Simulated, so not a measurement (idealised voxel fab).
Process module name: voxel released beams
cross-section cut | 140 nm wide | cells 5 nm
A cross-section in this document is a grid of square cells, and it is written down as bands, the top band listed before the ones below it; a band is made up of one or more rows of cells. This entry defines a band. It first specifies the height of the band's top and the height of its bottom in nm, and then specifies the band's materials from left to right, stating each material with its width in nm. The word "throughout" identifies a single material that fills the band from edge to edge, while the word "empty" identifies empty space. Below 0: as-received wafer, all one material; heights counted from there. Lowest band: no bottom, goes on down, written "from 0 down". The two numbers in a width such as "30 to 40" mark its ends across the band: the first belongs to the top row of cells, the second to the bottom row, and from each row to the next the width moves by the same amount. Any step labelled "nothing different" changed none of the cells in the cross-section. Entry "closed voids". Content: empty spaces with no open connection to the top, size 8 cells or greater. Each: width x height at distance. Distance: from left edge. Unit: nm. If you see something after the settings on a step's line, that's the simulator's own remark about that step. If you see "overlay nm" on a step's line and that step has a mask, it's telling you how far right of where it was planned the mask ended up; a negative number means it went left instead.
Process steps - plan
1,RECEIVE [material Si]
2,CONFORMAL_DEP [material Al2O3] [thk nm 5]
3,DIRECTIONAL_DEP [material SiO2] [thk nm 10]
4,MASKED_ETCH [tone open] [mask id ANCHOR] [width nm 30] [etch materials SiO2] [depth nm 10] [overlay nm 0]
5,CONFORMAL_DEP [material W] [thk nm 10]
6,MASKED_ETCH [tone cover] [mask id BEAM] [width nm 80] [etch materials W] [depth nm 10] [overlay nm 0]
7,STRIP [etch materials SiO2]
Cross-section of the wafer at receipt, which is the condition after step 1
from 0 down  Si throughout
closed voids: none
Look at the cross-section after the module: the wafer started out the way shown above and the plan was the one shown above, yet one mistake was made along the way
from 25 to 15  empty=25; W=45; empty=70
from 15 to 5  empty=20; W=10; SiO2=30; W=45; empty=35
from 5 to 0  Al2O3 throughout
from 0 down  Si throughout
closed voids: none
Deviation from plan: contrary to plan, step 4 was performed as MASKED_ETCH [tone cover] [mask id ANCHOR] [width nm 30] [etch materials SiO2] [depth nm 10] [overlay nm 0]
